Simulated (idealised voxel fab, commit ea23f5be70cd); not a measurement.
You're looking at the process module voxel transistor to metal.
Xsec cut, 155 nm wide, square cell size 5 nm.
A cross-section is written here as square cells arranged in a grid, and it is given in bands from the top down, each band taking up one or more rows of cells.
This entry defines a band. It first specifies the height of the band's top and the height of its bottom in nm, and then specifies the band's materials from left to right, stating each material with its width in nm. The word "all across" identifies a single material that fills the band from edge to edge, while the word "air" identifies empty space.
The level at which height equals 0 is the one under which the wafer, as it arrives, is entirely one material. No lower edge exists for the bottom band, which continues downward and is notated as in "0 down".
A width such as "30..40" changes by the same amount from each row of cells to the next, from the band's top row to its bottom row.
What does "everything unchanged" mean for a step? It means no cell of the cross-section changed in that step.
Any empty space of 8 cells or more lacking an open way to the top shows up in "Closed cavity list" as width x height at distance, distance from the left edge, in nm.
Whatever follows a step's settings on its line is a remark the simulator itself makes about that step.
The setting "overlay nm" may be written on the line of a step. When the step uses a mask, the value reports how far to the right of the planned place the mask lay, and a negative value reports that it lay to the left.

# This section lists the process steps that were planned
1. RECEIVE with material Si
2. OXIDIZE with depth nm 5
3. CONFORMAL_DEP with material SiN, thk nm 15
4. MASKED_ETCH with tone cover, mask id ACTIVE, width nm 95, etch materials SiN, depth nm 15, overlay nm 0
5. MASKED_ETCH with tone cover, mask id ACTIVE, width nm 95, etch materials SiO2, depth nm 5, overlay nm 0
6. MASKED_ETCH with tone cover, mask id ACTIVE, width nm 95, etch materials Si, depth nm 25, overlay nm 0
7. OXIDIZE with depth nm 5
8. FILL_DEP with material SiO2, thk nm 5
9. CMP with height nm 15
10. SELECTIVE_ETCH with etch materials SiO2, depth nm 10
11. STRIP with etch materials SiN
12. SELECTIVE_ETCH with etch materials SiO2, depth nm 5
13. OXIDIZE with depth nm 5
14. DIRECTIONAL_DEP with material polySi, thk nm 20
15. DIRECTIONAL_DEP with material SiCN, thk nm 10
16. MASKED_ETCH with tone cover, mask id GATE, width nm 15, etch materials SiCN, depth nm 20, overlay nm 0
17. MASKED_ETCH with tone cover, mask id GATE, width nm 15, etch materials polySi, depth nm 30, overlay nm 0
18. CONFORMAL_DEP with material SiO2, thk nm 5
19. DIRECTIONAL_ETCH with etch materials SiO2, depth nm 5
20. CONFORMAL_DEP with material SiN, thk nm 10
21. DIRECTIONAL_ETCH with etch materials SiN, depth nm 10
22. DIRECTIONAL_ETCH with etch materials SiO2, depth nm 5
23. DIRECTIONAL_ETCH with etch materials Si, depth nm 15
24. EPI with material pSi, thk nm 20
25. FILL_DEP with material SiO2, thk nm 10
26. CMP with height nm 25
27. DIRECTIONAL_DEP with material SiO2, thk nm 15
28. PATTERN with tone open, mask id CONTACT, material resist, width nm 20, pitch nm 65, thk nm 15, overlay nm 0
29. DIRECTIONAL_ETCH with etch materials SiO2, depth nm 30
30. STRIP with etch materials resist
31. CONFORMAL_DEP with material TiN, thk nm 5
32. FILL_DEP with material W, thk nm 5
33. CMP with height nm 40
34. DIRECTIONAL_DEP with material TiN, thk nm 5
35. DIRECTIONAL_DEP with material Ru, thk nm 25
36. PATTERN with tone cover, mask id METAL_1, material resist, width nm 20, pitch nm 65, thk nm 15, overlay nm 0
37. DIRECTIONAL_ETCH with etch materials Ru, depth nm 25
38. DIRECTIONAL_ETCH with etch materials TiN, depth nm 5
39. STRIP with etch materials resist
40. FILL_DEP with material lowk, thk nm 10
41. CMP with height nm 70
42. CONFORMAL_DEP with material SiCN, thk nm 5
43. DIRECTIONAL_DEP with material SiO2, thk nm 35
44. MASKED_ETCH with tone open, mask id METAL_2_HOLES, width nm 15, pitch nm 65, etch materials SiO2, depth nm 35, overlay nm 0
45. PATTERN with tone open, mask id METAL_2, material resist, width nm 20, pitch nm 65, thk nm 20, overlay nm 0
46. DIRECTIONAL_ETCH with etch materials SiO2, depth nm 20
47. DIRECTIONAL_ETCH with etch materials SiCN, depth nm 5
48. STRIP with etch materials resist
49. CONFORMAL_DEP with material TiN, thk nm 5
50. FILL_DEP with material Ru, thk nm 5
51. CMP with height nm 110
52. CONFORMAL_DEP with material SiCN, thk nm 5

# First of two wafers, with the run carried out as planned

# As-received state of the wafer in cross-section, equivalent to post-step 1
    0 down = Si all across
    Closed cavity list: none

# after step 2
    0 to -5 = SiO2 all across
    No changes below -5.

# after step 3
    15 to 0 = SiN all across
    No changes below 0.

# after step 4
    15 to 0 = 30 of air; 95 of SiN; 30 of air
    No changes below 0.

# after step 5
    15 to 0 = 30 of air; 95 of SiN; 30 of air
    0 to -5 = 30 of air; 95 of SiO2; 30 of air
    No changes below -5.

# after step 6
    15 to 0 = 30 of air; 95 of SiN; 30 of air
    0 to -5 = 30 of air; 95 of SiO2; 30 of air
    -5 to -30 = 30 of air; 95 of Si; 30 of air
    No changes below -30.

# after step 7
    15 to 0 = 30 of air; 95 of SiN; 30 of air
    0 to -5 = 30 of air; 95 of SiO2; 30 of air
    -5 to -30 = 30 of air; 5 of SiO2; 85 of Si; 5 of SiO2; 30 of air
    -30 to -35 = 35 of SiO2; 85 of Si; 35 of SiO2
    No changes below -35.

# after step 8
    20 to 15 = SiO2 all across
    15 to 0 = 30 of SiO2; 95 of SiN; 30 of SiO2
    0 to -5 = SiO2 all across
    -5 to -35 = 35 of SiO2; 85 of Si; 35 of SiO2
    No changes below -35.

# after step 9
    15 to 0 = 30 of SiO2; 95 of SiN; 30 of SiO2
    No changes below 0.

# after step 10
    15 to 5 = 30 of air; 95 of SiN; 30 of air
    No changes below 5.

# after step 11
    5 to 0 = 30 of SiO2; 95 of air; 30 of SiO2
    No changes below 0.

# after step 12
    0 to -5 = 25 of SiO2; 105 of air; 25 of SiO2
    No changes below -5.

# after step 13
    0 to -5 = 25 of SiO2; 105 of air; 25 of SiO2
    -5 to -10 = SiO2 all across
    No changes below -10.

# after step 14
    20 to 15 = 25 of polySi; 105 of air; 25 of polySi
    15 to 0 = polySi all across
    0 to -5 = 25 of SiO2; 105 of polySi; 25 of SiO2
    No changes below -5.

# after step 15
    30 to 25 = 25 of SiCN; 105 of air; 25 of SiCN
    25 to 20 = SiCN all across
    20 to 15 = 25 of polySi; 105 of SiCN; 25 of polySi
    No changes below 15.

# after step 16
    25 to 20 = 70 of air; 15 of SiCN; 70 of air
    20 to 15 = 25 of polySi; 45 of air; 15 of SiCN; 45 of air; 25 of polySi
    No changes below 15.

# after step 17
    25 to 15 = 70 of air; 15 of SiCN; 70 of air
    15 to 0 = 70 of air; 15 of polySi; 70 of air
    0 to -5 = 25 of SiO2; 45 of air; 15 of polySi; 45 of air; 25 of SiO2
    No changes below -5.

# after step 18
    30 to 25 = 65 of air; 25 of SiO2; 65 of air
    25 to 15 = 65 of air; 5 of SiO2; 15 of SiCN; 5 of SiO2; 65 of air
    15 to 5 = 65 of air; 5 of SiO2; 15 of polySi; 5 of SiO2; 65 of air
    5 to 0 = 30 of SiO2; 35 of air; 5 of SiO2; 15 of polySi; 5 of SiO2; 35 of air; 30 of SiO2
    0 to -5 = 70 of SiO2; 15 of polySi; 70 of SiO2
    No changes below -5.

# after step 19
    25 to 15 = 65 of air; 5 of SiO2; 15 of SiCN; 5 of SiO2; 65 of air
    15 to 0 = 65 of air; 5 of SiO2; 15 of polySi; 5 of SiO2; 65 of air
    0 to -5 = 30 of SiO2; 35 of air; 5 of SiO2; 15 of polySi; 5 of SiO2; 35 of air; 30 of SiO2
    No changes below -5.

# after step 20
    35 to 25 = 55 of air; 45 of SiN; 55 of air
    25 to 15 = 55 of air; 10 of SiN; 5 of SiO2; 15 of SiCN; 5 of SiO2; 10 of SiN; 55 of air
    15 to 10 = 55 of air; 10 of SiN; 5 of SiO2; 15 of polySi; 5 of SiO2; 10 of SiN; 55 of air
    10 to 5 = 40 of SiN; 15 of air; 10 of SiN; 5 of SiO2; 15 of polySi; 5 of SiO2; 10 of SiN; 15 of air; 40 of SiN
    5 to 0 = 65 of SiN; 5 of SiO2; 15 of polySi; 5 of SiO2; 65 of SiN
    0 to -5 = 30 of SiO2; 35 of SiN; 5 of SiO2; 15 of polySi; 5 of SiO2; 35 of SiN; 30 of SiO2
    No changes below -5.

# after step 21
    25 to 15 = 55 of air; 10 of SiN; 5 of SiO2; 15 of SiCN; 5 of SiO2; 10 of SiN; 55 of air
    15 to 0 = 55 of air; 10 of SiN; 5 of SiO2; 15 of polySi; 5 of SiO2; 10 of SiN; 55 of air
    0 to -5 = 30 of SiO2; 10 of SiN; 15 of air; 10 of SiN; 5 of SiO2; 15 of polySi; 5 of SiO2; 10 of SiN; 15 of air; 10 of SiN; 30 of SiO2
    No changes below -5.

# after step 22
    25 to 20 = 55 of air; 10 of SiN; 5 of air; 15 of SiCN; 5 of air; 10 of SiN; 55 of air
    20 to 15 = 55 of air; 10 of SiN; 5 of SiO2; 15 of SiCN; 5 of SiO2; 10 of SiN; 55 of air
    15 to 0 = 55 of air; 10 of SiN; 5 of SiO2; 15 of polySi; 5 of SiO2; 10 of SiN; 55 of air
    0 to -5 = 30 of air; 10 of SiN; 15 of air; 10 of SiN; 5 of SiO2; 15 of polySi; 5 of SiO2; 10 of SiN; 15 of air; 10 of SiN; 30 of air
    -5 to -10 = 40 of SiO2; 15 of air; 45 of SiO2; 15 of air; 40 of SiO2
    No changes below -10.

# after step 23
    25 to 20 = 55 of air; 10 of SiN; 5 of air; 15 of SiCN; 5 of air; 10 of SiN; 55 of air
    20 to 15 = 55 of air; 10 of SiN; 5 of SiO2; 15 of SiCN; 5 of SiO2; 10 of SiN; 55 of air
    15 to 0 = 55 of air; 10 of SiN; 5 of SiO2; 15 of polySi; 5 of SiO2; 10 of SiN; 55 of air
    0 to -5 = 30 of air; 10 of SiN; 15 of air; 10 of SiN; 5 of SiO2; 15 of polySi; 5 of SiO2; 10 of SiN; 15 of air; 10 of SiN; 30 of air
    -5 to -10 = 40 of SiO2; 15 of air; 45 of SiO2; 15 of air; 40 of SiO2
    -10 to -25 = 35 of SiO2; 5 of Si; 15 of air; 45 of Si; 15 of air; 5 of Si; 35 of SiO2
    No changes below -25.

# after step 24
    25 to 20 = 55 of air; 10 of SiN; 5 of air; 15 of SiCN; 5 of air; 10 of SiN; 55 of air
    20 to 15 = 55 of air; 10 of SiN; 5 of SiO2; 15 of SiCN; 5 of SiO2; 10 of SiN; 55 of air
    15 to 10 = 55 of air; 10 of SiN; 5 of SiO2; 15 of polySi; 5 of SiO2; 10 of SiN; 55 of air
    10 to 0 = 30 of air; 25 of pSi; 10 of SiN; 5 of SiO2; 15 of polySi; 5 of SiO2; 10 of SiN; 25 of pSi; 30 of air
    0 to -5 = 30 of air; 10 of SiN; 15 of pSi; 10 of SiN; 5 of SiO2; 15 of polySi; 5 of SiO2; 10 of SiN; 15 of pSi; 10 of SiN; 30 of air
    -5 to -10 = 40 of SiO2; 15 of pSi; 45 of SiO2; 15 of pSi; 40 of SiO2
    -10 to -25 = 35 of SiO2; 5 of Si; 15 of pSi; 45 of Si; 15 of pSi; 5 of Si; 35 of SiO2
    No changes below -25.

# after step 25
    35 to 25 = SiO2 all across
    25 to 15 = 55 of SiO2; 10 of SiN; 5 of SiO2; 15 of SiCN; 5 of SiO2; 10 of SiN; 55 of SiO2
    15 to 10 = 55 of SiO2; 10 of SiN; 5 of SiO2; 15 of polySi; 5 of SiO2; 10 of SiN; 55 of SiO2
    10 to 0 = 30 of SiO2; 25 of pSi; 10 of SiN; 5 of SiO2; 15 of polySi; 5 of SiO2; 10 of SiN; 25 of pSi; 30 of SiO2
    0 to -5 = 30 of SiO2; 10 of SiN; 15 of pSi; 10 of SiN; 5 of SiO2; 15 of polySi; 5 of SiO2; 10 of SiN; 15 of pSi; 10 of SiN; 30 of SiO2
    No changes below -5.

# after step 26
    25 to 15 = 55 of SiO2; 10 of SiN; 5 of SiO2; 15 of SiCN; 5 of SiO2; 10 of SiN; 55 of SiO2
    No changes below 15.

# after step 27
    40 to 25 = SiO2 all across
    No changes below 25.

# after step 28
    55 to 40 = 35 of resist; 20 of air; 45 of resist; 20 of air; 35 of resist
    No changes below 40.

# after step 29
    55 to 40 = 35 of resist; 20 of air; 45 of resist; 20 of air; 35 of resist
    40 to 25 = 35 of SiO2; 20 of air; 45 of SiO2; 20 of air; 35 of SiO2
    25 to 15 = 35 of SiO2; 20 of air; 10 of SiN; 5 of SiO2; 15 of SiCN; 5 of SiO2; 10 of SiN; 20 of air; 35 of SiO2
    15 to 10 = 35 of SiO2; 20 of air; 10 of SiN; 5 of SiO2; 15 of polySi; 5 of SiO2; 10 of SiN; 20 of air; 35 of SiO2
    No changes below 10.

# after step 30
    40 to 25 = 35 of SiO2; 20 of air; 45 of SiO2; 20 of air; 35 of SiO2
    No changes below 25.

# after step 31
    45 to 40 = 40 of TiN; 10 of air; 55 of TiN; 10 of air; 40 of TiN
    40 to 25 = 35 of SiO2; 5 of TiN; 10 of air; 5 of TiN; 45 of SiO2; 5 of TiN; 10 of air; 5 of TiN; 35 of SiO2
    25 to 15 = 35 of SiO2; 5 of TiN; 10 of air; 5 of TiN; 10 of SiN; 5 of SiO2; 15 of SiCN; 5 of SiO2; 10 of SiN; 5 of TiN; 10 of air; 5 of TiN; 35 of SiO2
    15 to 10 = 35 of SiO2; 20 of TiN; 10 of SiN; 5 of SiO2; 15 of polySi; 5 of SiO2; 10 of SiN; 20 of TiN; 35 of SiO2
    No changes below 10.

# after step 32
    50 to 45 = W all across
    45 to 40 = 40 of TiN; 10 of W; 55 of TiN; 10 of W; 40 of TiN
    40 to 25 = 35 of SiO2; 5 of TiN; 10 of W; 5 of TiN; 45 of SiO2; 5 of TiN; 10 of W; 5 of TiN; 35 of SiO2
    25 to 15 = 35 of SiO2; 5 of TiN; 10 of W; 5 of TiN; 10 of SiN; 5 of SiO2; 15 of SiCN; 5 of SiO2; 10 of SiN; 5 of TiN; 10 of W; 5 of TiN; 35 of SiO2
    No changes below 15.

# after step 33
    40 to 25 = 35 of SiO2; 5 of TiN; 10 of W; 5 of TiN; 45 of SiO2; 5 of TiN; 10 of W; 5 of TiN; 35 of SiO2
    No changes below 25.

# after step 34
    45 to 40 = TiN all across
    No changes below 40.

# after step 35
    70 to 45 = Ru all across
    No changes below 45.

# after step 36
    85 to 70 = 35 of air; 20 of resist; 45 of air; 20 of resist; 35 of air
    No changes below 70.

# after step 37
    85 to 70 = 35 of air; 20 of resist; 45 of air; 20 of resist; 35 of air
    70 to 45 = 35 of air; 20 of Ru; 45 of air; 20 of Ru; 35 of air
    No changes below 45.

# after step 38
    85 to 70 = 35 of air; 20 of resist; 45 of air; 20 of resist; 35 of air
    70 to 45 = 35 of air; 20 of Ru; 45 of air; 20 of Ru; 35 of air
    45 to 40 = 35 of air; 20 of TiN; 45 of air; 20 of TiN; 35 of air
    No changes below 40.

# after step 39
    70 to 45 = 35 of air; 20 of Ru; 45 of air; 20 of Ru; 35 of air
    No changes below 45.

# after step 40
    80 to 70 = lowk all across
    70 to 45 = 35 of lowk; 20 of Ru; 45 of lowk; 20 of Ru; 35 of lowk
    45 to 40 = 35 of lowk; 20 of TiN; 45 of lowk; 20 of TiN; 35 of lowk
    No changes below 40.

# after step 41
    70 to 45 = 35 of lowk; 20 of Ru; 45 of lowk; 20 of Ru; 35 of lowk
    No changes below 45.

# after step 42
    75 to 70 = SiCN all across
    No changes below 70.

# after step 43
    110 to 75 = SiO2 all across
    No changes below 75.

# after step 44
    110 to 75 = 35 of SiO2; 15 of air; 50 of SiO2; 15 of air; 40 of SiO2
    No changes below 75.

# after step 45
    130 to 110 = 35 of resist; 20 of air; 45 of resist; 20 of air; 35 of resist
    No changes below 110.

# after step 46
    130 to 110 = 35 of resist; 20 of air; 45 of resist; 20 of air; 35 of resist
    110 to 90 = 35 of SiO2; 20 of air; 45 of SiO2; 20 of air; 35 of SiO2
    No changes below 90.

# after step 47
    130 to 110 = 35 of resist; 20 of air; 45 of resist; 20 of air; 35 of resist
    110 to 90 = 35 of SiO2; 20 of air; 45 of SiO2; 20 of air; 35 of SiO2
    90 to 75 = 35 of SiO2; 15 of air; 50 of SiO2; 15 of air; 40 of SiO2
    75 to 70 = 35 of SiCN; 15 of air; 50 of SiCN; 15 of air; 40 of SiCN
    No changes below 70.

# after step 48
    110 to 90 = 35 of SiO2; 20 of air; 45 of SiO2; 20 of air; 35 of SiO2
    No changes below 90.

# after step 49
    115 to 110 = 40 of TiN; 10 of air; 55 of TiN; 10 of air; 40 of TiN
    110 to 95 = 35 of SiO2; 5 of TiN; 10 of air; 5 of TiN; 45 of SiO2; 5 of TiN; 10 of air; 5 of TiN; 35 of SiO2
    95 to 90 = 35 of SiO2; 5 of TiN; 5 of air; 10 of TiN; 45 of SiO2; 5 of TiN; 5 of air; 10 of TiN; 35 of SiO2
    90 to 75 = 35 of SiO2; 5 of TiN; 5 of air; 5 of TiN; 50 of SiO2; 5 of TiN; 5 of air; 5 of TiN; 40 of SiO2
    75 to 70 = 35 of SiCN; 15 of TiN; 50 of SiCN; 15 of TiN; 40 of SiCN
    No changes below 70.

# after step 50
    120 to 115 = Ru all across
    115 to 110 = 40 of TiN; 10 of Ru; 55 of TiN; 10 of Ru; 40 of TiN
    110 to 95 = 35 of SiO2; 5 of TiN; 10 of Ru; 5 of TiN; 45 of SiO2; 5 of TiN; 10 of Ru; 5 of TiN; 35 of SiO2
    95 to 90 = 35 of SiO2; 5 of TiN; 5 of Ru; 10 of TiN; 45 of SiO2; 5 of TiN; 5 of Ru; 10 of TiN; 35 of SiO2
    90 to 75 = 35 of SiO2; 5 of TiN; 5 of Ru; 5 of TiN; 50 of SiO2; 5 of TiN; 5 of Ru; 5 of TiN; 40 of SiO2
    No changes below 75.

# after step 51
    110 to 95 = 35 of SiO2; 5 of TiN; 10 of Ru; 5 of TiN; 45 of SiO2; 5 of TiN; 10 of Ru; 5 of TiN; 35 of SiO2
    No changes below 95.

# after step 52
    115 to 110 = SiCN all across
    No changes below 110.

# The second wafer was prepared from the same starting point and under the same plan as the first; its processing contained one mistake, and it remains indistinguishable from the first wafer up to and including step 51

# Cross-section of the second wafer at the time step 52 of the plan should have ended
    115 to 110 = TiN all across
    No changes below 110.
Run error: step 52 went in with a setting other than planned; the actual run was CONFORMAL_DEP with material TiN, thk nm 5
Wafer comparison, final, in cells, second relative to first, materials more or fewer: 31 fewer of SiCN; 31 more of TiN
